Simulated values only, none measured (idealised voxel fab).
voxel self aligned contacts: a process module
160 nm wide, 5 nm square cells: that's cross-section cut.
Cross-section layout: square cells on a grid; listed as bands, top to bottom; a band spans one or more cell rows. Band: top and bottom heights (nm) first, top before bottom; then materials from left to right, widths in nm. "everywhere" marks a sole material filling the band edge to edge. "air" denotes empty space. Zero point of the height axis is 0; under it, received wafer = one material. Lowest band: continues down indefinitely, "0 down". Per-row width for "30..40": begins at first number (top row of band), ends at second number (bottom row), increment between rows held constant. It should be understood that the words "no change", when stated for a given step, signify that the cross-section underwent no change in any of its cells during that step. For the entry "Enclosed empty spaces", the listed items are empty spaces with no open way to the top whose size is 8 cells or more; each item follows the pattern width x height at distance, where distance is from the left edge and all three are in nm. Read whatever lies past the settings on a step's line as the simulator's own remark about the step. The line of a step may include "overlay nm". On a step with a mask, this value is how far to the right of its planned place the mask lay. A negative value means the mask lay to the left. If you're wondering how to read the rest of this, here's the deal. It's pairs of cross-sections: one from before a process step, one from after it. The after one is only drawn as far down as the lowest band that changed. Right under each pair you'll see which step sits between them and what its settings were. Don't read the pairs as one continuous story, though. They can come from different runs of this module on the same starting wafer, and a pair only carries on from the one above it where its entry headed "Snapshot before" says so.

Snapshot before:
	70 to 65  65 TiN  25 air  70 TiN
	65 to 55  60 SiO2  5..15 TiN  25..5 air  5..15 TiN  65 SiO2
	55 to 30  15 SiO2  55 SiN  5 TiN  5 air  5 TiN  55 SiN  20 SiO2
	30 to 0  15 SiO2  10 SiN  35 polySi  10 SiN  5 TiN  5 air  5 TiN  10 SiN  35 polySi  10 SiN  20 SiO2
	0 to -5  70 SiO2  15 TiN  75 SiO2
	-5 down  Si everywhere
	Enclosed empty spaces: none

Sectional View, Post-Process:
	80 to 70  W everywhere
	70 to 65  65 TiN  25 W  70 TiN
	65 to 55  60 SiO2  5..15 TiN  25..5 W  5..15 TiN  65 SiO2
	55 to 30  15 SiO2  55 SiN  5 TiN  5 W  5 TiN  55 SiN  20 SiO2
	30 to 0  15 SiO2  10 SiN  35 polySi  10 SiN  5 TiN  5 W  5 TiN  10 SiN  35 polySi  10 SiN  20 SiO2
	No changes below 0.
	Enclosed empty spaces: none
Process step separating the two views above: FILL_DEP, material W, thk nm 10

Snapshot before: The structure entering this step is exactly what the pair just above shows after its step.

Sectional View, Post-Process:
	65 to 55  60 SiO2  5..15 TiN  25..5 W  5..15 TiN  65 SiO2
	No changes below 55.
	Enclosed empty spaces: none
Process step separating the two views above: CMP, height nm 65

Snapshot before: The structure entering this step is exactly what the pair just above shows after its step.

Sectional View, Post-Process:
	70 to 65  SiN everywhere
	No changes below 65.
	Enclosed empty spaces: none
Process step separating the two views above: CONFORMAL_DEP, material SiN, thk nm 5

Snapshot before:
	80 to 65  aC everywhere
	65 to 55  SiO2 everywhere
	55 to 30  15 SiO2  55 SiN  15 SiO2  55 SiN  20 SiO2
	30 to 0  15 SiO2  10 SiN  35 polySi  10 SiN  15 SiO2  10 SiN  35 polySi  10 SiN  20 SiO2
	0 to -5  SiO2 everywhere
	-5 down  Si everywhere
	Enclosed empty spaces: none

Sectional View, Post-Process:
	115 to 80  50 resist  45 air  65 resist
	No changes below 80.
	Enclosed empty spaces: none
Process step separating the two views above: PATTERN, tone open, mask id CONTACT, material resist, width nm 45, thk nm 35, overlay nm -5

Snapshot before: The structure entering this step is exactly what the pair just above shows after its step.

Sectional View, Post-Process:
	100 to 80  50 resist  45 air  65 resist
	80 to 65  50 aC  45 air  65 aC
	No changes below 65.
	Enclosed empty spaces: none
Process step separating the two views above: DIRECTIONAL_ETCH, etch materials aC, depth nm 15

Snapshot before: The structure entering this step is exactly what the pair just above shows after its step.

Sectional View, Post-Process:
	80 to 65  50 aC  45 air  65 aC
	No changes below 65.
	Enclosed empty spaces: none
Process step separating the two views above: STRIP, etch materials resist

Snapshot before: The structure entering this step is exactly what the pair just above shows after its step.

Sectional View, Post-Process:
	80 to 65  50 aC  45 air  65 aC
	65 to 55  50 SiO2  45 air  65 SiO2
	55 to 30  15 SiO2  55 SiN  15 air  55 SiN  20 SiO2
	30 to 0  15 SiO2  10 SiN  35 polySi  10 SiN  15 air  10 SiN  35 polySi  10 SiN  20 SiO2
	0 to -5  70 SiO2  15 air  75 SiO2
	No changes below -5.
	Enclosed empty spaces: none
Process step separating the two views above: DIRECTIONAL_ETCH, etch materials SiO2, depth nm 70

Snapshot before: The structure entering this step is exactly what the pair just above shows after its step.

Sectional View, Post-Process:
	65 to 55  50 SiO2  45 air  65 SiO2
	No changes below 55.
	Enclosed empty spaces: none
Process step separating the two views above: STRIP, etch materials aC

Snapshot before: The structure entering this step is exactly what the pair just above shows after its step.

Sectional View, Post-Process:
	70 to 65  55 TiN  35 air  70 TiN
	65 to 55  50 SiO2  5..25 TiN  35..5 air  5..15 TiN  65 SiO2
	55 to 30  15 SiO2  55 SiN  5 TiN  5 air  5 TiN  55 SiN  20 SiO2
	30 to 0  15 SiO2  10 SiN  35 polySi  10 SiN  5 TiN  5 air  5 TiN  10 SiN  35 polySi  10 SiN  20 SiO2
	0 to -5  70 SiO2  15 TiN  75 SiO2
	No changes below -5.
	Enclosed empty spaces: none
Process step separating the two views above: CONFORMAL_DEP, material TiN, thk nm 5

Snapshot before: The structure entering this step is exactly what the pair just above shows after its step.

Sectional View, Post-Process:
	80 to 70  W everywhere
	70 to 65  55 TiN  35 W  70 TiN
	65 to 55  50 SiO2  5..25 TiN  35..5 W  5..15 TiN  65 SiO2
	55 to 30  15 SiO2  55 SiN  5 TiN  5 W  5 TiN  55 SiN  20 SiO2
	30 to 0  15 SiO2  10 SiN  35 polySi  10 SiN  5 TiN  5 W  5 TiN  10 SiN  35 polySi  10 SiN  20 SiO2
	No changes below 0.
	Enclosed empty spaces: none
Process step separating the two views above: FILL_DEP, material W, thk nm 10

Snapshot before: The structure entering this step is exactly what the pair just above shows after its step.

Sectional View, Post-Process:
	65 to 55  50 SiO2  5..25 TiN  35..5 W  5..15 TiN  65 SiO2
	No changes below 55.
	Enclosed empty spaces: none
Process step separating the two views above: CMP, height nm 65

Snapshot before: The structure entering this step is exactly what the pair just above shows after its step.

Sectional View, Post-Process:
	70 to 65  SiN everywhere
	No changes below 65.
	Enclosed empty spaces: none
Process step separating the two views above: CONFORMAL_DEP, material SiN, thk nm 5

Snapshot before:
	65 to 55  55 SiO2  45 air  60 SiO2
	55 to 30  15 SiO2  55 SiN  15 air  55 SiN  20 SiO2
	30 to 0  15 SiO2  10 SiN  35 polySi  10 SiN  15 air  10 SiN  35 polySi  10 SiN  20 SiO2
	0 to -5  70 SiO2  15 air  75 SiO2
	-5 down  Si everywhere
	Enclosed empty spaces: none

Sectional View, Post-Process:
	70 to 65  60 aC  35 air  65 aC
	65 to 55  55 SiO2  5..20 aC  35..5 air  5..20 aC  60 SiO2
	55 to 30  15 SiO2  55 SiN  5 aC  5 air  5 aC  55 SiN  20 SiO2
	30 to 0  15 SiO2  10 SiN  35 polySi  10 SiN  5 aC  5 air  5 aC  10 SiN  35 polySi  10 SiN  20 SiO2
	0 to -5  70 SiO2  15 aC  75 SiO2
	No changes below -5.
	Enclosed empty spaces: none
Process step separating the two views above: CONFORMAL_DEP, material aC, thk nm 5

Snapshot before: The structure entering this step is exactly what the pair just above shows after its step.

Sectional View, Post-Process:
	80 to 70  W everywhere
	70 to 65  60 aC  35 W  65 aC
	65 to 55  55 SiO2  5..20 aC  35..5 W  5..20 aC  60 SiO2
	55 to 30  15 SiO2  55 SiN  5 aC  5 W  5 aC  55 SiN  20 SiO2
	30 to 0  15 SiO2  10 SiN  35 polySi  10 SiN  5 aC  5 W  5 aC  10 SiN  35 polySi  10 SiN  20 SiO2
	No changes below 0.
	Enclosed empty spaces: none
Process step separating the two views above: FILL_DEP, material W, thk nm 10

Snapshot before: The structure entering this step is exactly what the pair just above shows after its step.

Sectional View, Post-Process:
	65 to 55  55 SiO2  5..20 aC  35..5 W  5..20 aC  60 SiO2
	No changes below 55.
	Enclosed empty spaces: none
Process step separating the two views above: CMP, height nm 65

Snapshot before: The structure entering this step is exactly what the pair just above shows after its step.

Sectional View, Post-Process:
	70 to 65  SiN everywhere
	No changes below 65.
	Enclosed empty spaces: none
Process step separating the two views above: CONFORMAL_DEP, material SiN, thk nm 5

Snapshot before:
	55 to 30  SiN everywhere
	30 to 0  polySi everywhere
	0 to -5  SiO2 everywhere
	-5 down  Si everywhere
	Enclosed empty spaces: none

Sectional View, Post-Process:
	75 to 55  25 resist  35 air  35 resist  35 air  30 resist
	No changes below 55.
	Enclosed empty spaces: none
Process step separating the two views above: PATTERN, tone open, mask id GATE, material resist, width nm 35, pitch nm 70, thk nm 20, overlay nm 0

Snapshot before: The structure entering this step is exactly what the pair just above shows after its step.

Sectional View, Post-Process:
	75 to 55  25 resist  35 air  35 resist  35 air  30 resist
	55 to 30  25 SiN  35 air  35 SiN  35 air  30 SiN
	No changes below 30.
	Enclosed empty spaces: none
Process step separating the two views above: DIRECTIONAL_ETCH, etch materials SiN, depth nm 25

Snapshot before: The structure entering this step is exactly what the pair just above shows after its step.

Sectional View, Post-Process:
	75 to 55  25 resist  35 air  35 resist  35 air  30 resist
	55 to 30  25 SiN  35 air  35 SiN  35 air  30 SiN
	30 to 0  25 polySi  35 air  35 polySi  35 air  30 polySi
	No changes below 0.
	Enclosed empty spaces: none
Process step separating the two views above: DIRECTIONAL_ETCH, etch materials polySi, depth nm 30

Snapshot before: The structure entering this step is exactly what the pair just above shows after its step.

Sectional View, Post-Process:
	55 to 30  25 SiN  35 air  35 SiN  35 air  30 SiN
	No changes below 30.
	Enclosed empty spaces: none
Process step separating the two views above: STRIP, etch materials resist

Snapshot before: The structure entering this step is exactly what the pair just above shows after its step.

Sectional View, Post-Process:
	65 to 30  35 SiN  15 air  55 SiN  15 air  40 SiN
	30 to 10  25 polySi  10 SiN  15 air  10 SiN  35 polySi  10 SiN  15 air  10 SiN  30 polySi
	10 to 0  25 polySi  35 SiN  35 polySi  35 SiN  30 polySi
	No changes below 0.
	Enclosed empty spaces: none
Process step separating the two views above: CONFORMAL_DEP, material SiN, thk nm 10

Snapshot before: The structure entering this step is exactly what the pair just above shows after its step.

Sectional View, Post-Process:
	55 to 30  35 SiN  15 air  55 SiN  15 air  40 SiN
	30 to 0  25 polySi  10 SiN  15 air  10 SiN  35 polySi  10 SiN  15 air  10 SiN  30 polySi
	No changes below 0.
	Enclosed empty spaces: none
Process step separating the two views above: DIRECTIONAL_ETCH, etch materials SiN, depth nm 10

Snapshot before: The structure entering this step is exactly what the pair just above shows after its step.

Sectional View, Post-Process:
	70 to 55  SiO2 everywhere
	55 to 30  35 SiN  15 SiO2  55 SiN  15 SiO2  40 SiN
	30 to 0  25 polySi  10 SiN  15 SiO2  10 SiN  35 polySi  10 SiN  15 SiO2  10 SiN  30 polySi
	No changes below 0.
	Enclosed empty spaces: none
Process step separating the two views above: FILL_DEP, material SiO2, thk nm 15

Snapshot before: The structure entering this step is exactly what the pair just above shows after its step.

Sectional View, Post-Process:
	65 to 55  SiO2 everywhere
	No changes below 55.
	Enclosed empty spaces: none
Process step separating the two views above: CMP, height nm 65

Snapshot before: The structure entering this step is exactly what the pair just above shows after its step.

Sectional View, Post-Process:
	80 to 65  aC everywhere
	No changes below 65.
	Enclosed empty spaces: none
Process step separating the two views above: DIRECTIONAL_DEP, material aC, thk nm 15

Snapshot before: The structure entering this step is exactly what the pair just above shows after its step.

Sectional View, Post-Process:
	115 to 80  55 resist  45 air  60 resist
	No changes below 80.
	Enclosed empty spaces: none
Process step separating the two views above: PATTERN, tone open, mask id CONTACT, material resist, width nm 45, thk nm 35, overlay nm 0

Snapshot before: The structure entering this step is exactly what the pair just above shows after its step.

Sectional View, Post-Process:
	100 to 80  55 resist  45 air  60 resist
	80 to 65  55 aC  45 air  60 aC
	No changes below 65.
	Enclosed empty spaces: none
Process step separating the two views above: DIRECTIONAL_ETCH, etch materials aC, depth nm 15

Snapshot before: The structure entering this step is exactly what the pair just above shows after its step.

Sectional View, Post-Process:
	80 to 65  55 aC  45 air  60 aC
	No changes below 65.
	Enclosed empty spaces: none
Process step separating the two views above: STRIP, etch materials resist

Snapshot before: The structure entering this step is exactly what the pair just above shows after its step.

Sectional View, Post-Process:
	80 to 65  55 aC  45 air  60 aC
	65 to 55  55 SiO2  45 air  60 SiO2
	No changes below 55.
	Enclosed empty spaces: none
Process step separating the two views above: DIRECTIONAL_ETCH, etch materials SiO2, depth nm 70

Snapshot before: The structure entering this step is exactly what the pair just above shows after its step.

Sectional View, Post-Process:
	65 to 55  55 SiO2  45 air  60 SiO2
	No changes below 55.
	Enclosed empty spaces: none
Process step separating the two views above: STRIP, etch materials aC

Snapshot before: The structure entering this step is exactly what the pair just above shows after its step.

Sectional View, Post-Process:
	70 to 65  60 TiN  35 air  65 TiN
	65 to 60  55 SiO2  5 TiN  35 air  5 TiN  60 SiO2
	60 to 55  55 SiO2  45 TiN  60 SiO2
	No changes below 55.
	Enclosed empty spaces: none
Process step separating the two views above: CONFORMAL_DEP, material TiN, thk nm 5

Snapshot before: The structure entering this step is exactly what the pair just above shows after its step.

Sectional View, Post-Process:
	80 to 70  W everywhere
	70 to 65  60 TiN  35 W  65 TiN
	65 to 60  55 SiO2  5 TiN  35 W  5 TiN  60 SiO2
	No changes below 60.
	Enclosed empty spaces: none
Process step separating the two views above: FILL_DEP, material W, thk nm 10

Snapshot before: The structure entering this step is exactly what the pair just above shows after its step.

Sectional View, Post-Process:
	65 to 60  55 SiO2  5 TiN  35 W  5 TiN  60 SiO2
	No changes below 60.
	Enclosed empty spaces: none
Process step separating the two views above: CMP, height nm 65

Snapshot before: The structure entering this step is exactly what the pair just above shows after its step.

Sectional View, Post-Process:
	70 to 65  SiN everywhere
	No changes below 65.
	Enclosed empty spaces: none
Process step separating the two views above: CONFORMAL_DEP, material SiN, thk nm 5
